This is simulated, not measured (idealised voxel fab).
Process module name: voxel gate over fins
We display cut, a cross-section 150 nm in width whose square cells are each 5 nm.
If you're reading a cross-section in this doc, picture square cells in a grid; it comes to you as bands, top ones listed first down to the bottom, and a band can be one or more rows of cells. Each band's line starts with the height of the band's top and of its bottom, in nm. Then come its materials from left to right, each with its width in nm. One material with "edge to edge" fills the band from edge to edge. "empty" is empty space. We count height from 0. Below that, the starting wafer is all one material. The lowest band never ends at the bottom but goes on down; see "0..down" for how that is written. A width given as "30->40" starts at the first number in the band's top row and ends at the second number in its bottom row, shifting by an equal amount at every step from row to row. Where the words "no alteration" appear for a step, the cross-section shows no cell changed by that step; every cell remained as before. Basically, "Non-vented voids" tells you about the enclosed voids: empty spaces with no open way to the top, 8 cells or bigger, each written width x height at distance, where distance is from the left edge, all in nm. Formally, on a step line, whatever follows the settings is a remark that the simulator itself makes on the step. Each step line may optionally specify "overlay nm", which for a step with a mask gives the rightward distance between the mask's planned place and where it lay, a negative value indicating the leftward direction.
## Planned step list for the process
| 1 | RECEIVE with material Si |
| 2 | CONFORMAL_DEP with material SiN, thk nm 10 |
| 3 | PATTERN with tone cover, mask id FINS, material resist, width nm 15, pitch nm 35, thk nm 15, overlay nm 0 |
| 4 | DIRECTIONAL_ETCH with etch materials SiN, depth nm 10 |
| 5 | DIRECTIONAL_ETCH with etch materials Si, depth nm 35 |
| 6 | STRIP with etch materials resist |
| 7 | OXIDIZE with depth nm 5 |
| 8 | FILL_DEP with material SiO2, thk nm 5 |
| 9 | CMP with height nm 10 |
| 10 | SELECTIVE_ETCH with etch materials SiO2, depth nm 25 |
| 11 | STRIP with etch materials SiN |
| 12 | CONFORMAL_DEP with material HfO2, thk nm 5 |
| 13 | CONFORMAL_DEP with material TiN, thk nm 5 |
| 14 | FILL_DEP with material W, thk nm 15 |
| 15 | CMP with height nm 20 |
| 16 | CONFORMAL_DEP with material SiCN, thk nm 10 |
## As-received state of the wafer in cross-section, equivalent to post-step 1
	0..down | Si edge to edge
	Non-vented voids: none
## First of two wafers at the end of the module, shown in cross-section; run carried out as planned
	30..20 | SiCN edge to edge
	20..10 | W edge to edge
	10..5 | W 45 nm / TiN 25 nm / W 10 nm / TiN 25 nm / W 45 nm
	5..0 | W 45 nm / TiN 5 nm / HfO2 15 nm / TiN 5 nm / W 10 nm / TiN 5 nm / HfO2 15 nm / TiN 5 nm / W 45 nm
	0..-5 | W 45 nm / TiN 5 nm / HfO2 5 nm / Si 5 nm / HfO2 5 nm / TiN 5 nm / W 10 nm / TiN 5 nm / HfO2 5 nm / Si 5 nm / HfO2 5 nm / TiN 5 nm / W 45 nm
	-5..-10 | TiN 50 nm / HfO2 5 nm / Si 5 nm / HfO2 5 nm / TiN 20 nm / HfO2 5 nm / Si 5 nm / HfO2 5 nm / TiN 50 nm
	-10..-15 | HfO2 55 nm / Si 5 nm / HfO2 30 nm / Si 5 nm / HfO2 55 nm
	-15..-40 | SiO2 55 nm / Si 5 nm / SiO2 30 nm / Si 5 nm / SiO2 55 nm
	-40..down | Si edge to edge
	Non-vented voids: none
## Cross-sectional image of the second wafer of the two following completion of the module. Starting state and process plan were the same as for the first wafer; one execution error occurred
	30..20 | SiCN edge to edge
	20..10 | W edge to edge
	10..5 | W 45 nm / TiN 25 nm / W 10 nm / TiN 25 nm / W 45 nm
	5..0 | TiN 50 nm / HfO2 15 nm / TiN 20 nm / HfO2 15 nm / TiN 50 nm
	0..-5 | HfO2 55 nm / Si 5 nm / HfO2 30 nm / Si 5 nm / HfO2 55 nm
	-5..-40 | SiO2 55 nm / Si 5 nm / SiO2 30 nm / Si 5 nm / SiO2 55 nm
	-40..down | Si edge to edge
	Non-vented voids: none
what went wrong: in deviation from the planned setting, step 10 was conducted as SELECTIVE_ETCH with etch materials SiO2, depth nm 15
End check, counted in cells, second wafer has more or fewer of these materials than the first: 8 fewer of HfO2, 56 more of SiO2, 8 fewer of TiN, 40 fewer of W
